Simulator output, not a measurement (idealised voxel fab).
Process module, titled voxel lift off
Cross-section cut: width 205 nm, square cells of 5 nm.
If you're reading a cross-section in this doc, picture square cells in a grid; it comes to you as bands, top ones listed first down to the bottom, and a band can be one or more rows of cells. Look at the band entry: it leads with the top's height and the bottom's height in nm. Then it lists the materials left to right, with a width in nm for each. The word "edge to edge" on a single material says that material fills the band edge to edge. The word "air" is empty space. Convention: height 0 is the level below which the wafer, as received, is all one material. The lowest band does not terminate at the bottom but continues downward, represented as "0..down". A width given as "30..40" starts at the first number in the band's top row and ends at the second number in its bottom row, shifting by an equal amount at every step from row to row. Take "identical to before" at face value: in the step it is given for, the cross-section changed in none of its cells. Each empty space that has no open way to the top and spans at least 8 cells appears under "Enclosed void entries" as width x height at distance, the distance counted from the left edge, all in nm. Whatever follows a step's settings on its line is a remark the simulator itself makes about that step. "overlay nm" denotes, for a step that has a mask, the displacement of the mask to the right of its planned place, with negative values corresponding to the left.
[The following list gives the planned process steps]
| 1 | RECEIVE: material Si |
| 2 | CONFORMAL_DEP: material SiN, thk nm 5 |
| 3 | PATTERN: tone open, mask id LINES, material resist, width nm 15, pitch nm 40, thk nm 25, overlay nm 0 |
| 4 | DIRECTIONAL_DEP: material Ru, thk nm 15 |
| 5 | STRIP: etch materials resist |
| 6 | CONFORMAL_DEP: material SiO2, thk nm 5 |
[The first wafer of two, processed as planned]
[Cross-sectional view of the wafer in its as-received condition, corresponding to the state after step 1]
	0..down  Si edge to edge
	Enclosed void entries: none
[Wafer section view after processing step 2]
	5..0  SiN edge to edge
	Beneath the level 0, the cross-section is identical to its previous state.
[Wafer section view after processing step 3]
	30..5  75 resist, 15 air, 25 resist, 15 air, 75 resist
	Beneath the level 5, the cross-section is identical to its previous state.
[Wafer section view after processing step 4]
	45..30  75 Ru, 15 air, 25 Ru, 15 air, 75 Ru
	30..20  75 resist, 15 air, 25 resist, 15 air, 75 resist
	20..5  75 resist, 15 Ru, 25 resist, 15 Ru, 75 resist
	Beneath the level 5, the cross-section is identical to its previous state.
[Wafer section view after processing step 5]
	20..5  75 air, 15 Ru, 25 air, 15 Ru, 75 air
	Beneath the level 5, the cross-section is identical to its previous state.
[Wafer section view after processing step 6]
	25..20  70 air, 25 SiO2, 15 air, 25 SiO2, 70 air
	20..10  70 air, 5 SiO2, 15 Ru, 5 SiO2, 15 air, 5 SiO2, 15 Ru, 5 SiO2, 70 air
	10..5  75 SiO2, 15 Ru, 25 SiO2, 15 Ru, 75 SiO2
	Beneath the level 5, the cross-section is identical to its previous state.
[Wafer two of the pair: same origin, same plan, one error during the run; identical to wafer one up to and including step 2]
[The second wafer in cross-section, at the planned close of step 3]
	30..5  75 air, 15 resist, 25 air, 15 resist, 75 air
	Beneath the level 5, the cross-section is identical to its previous state.
[The second wafer in cross-section, at the planned close of step 4]
	45..30  75 air, 15 Ru, 25 air, 15 Ru, 75 air
	30..20  75 air, 15 resist, 25 air, 15 resist, 75 air
	20..5  75 Ru, 15 resist, 25 Ru, 15 resist, 75 Ru
	Beneath the level 5, the cross-section is identical to its previous state.
[The second wafer in cross-section, at the planned close of step 5]
	20..5  75 Ru, 15 air, 25 Ru, 15 air, 75 Ru
	Beneath the level 5, the cross-section is identical to its previous state.
[The second wafer in cross-section, at the planned close of step 6]
	25..20  80 SiO2, 5 air, 35 SiO2, 5 air, 80 SiO2
	20..10  75 Ru, 5 SiO2, 5 air, 5 SiO2, 25 Ru, 5 SiO2, 5 air, 5 SiO2, 75 Ru
	10..5  75 Ru, 15 SiO2, 25 Ru, 15 SiO2, 75 Ru
	Beneath the level 5, the cross-section is identical to its previous state.
Misprocessing identified: it should be noted that step 3 was executed with settings other than those planned, the operation and settings actually applied being PATTERN: tone cover, mask id LINES, material resist, width nm 15, pitch nm 40, thk nm 25, overlay nm 0
Once processing is complete, comparing cell counts shows that the second wafer has more or fewer of certain materials than the first: Ru +87
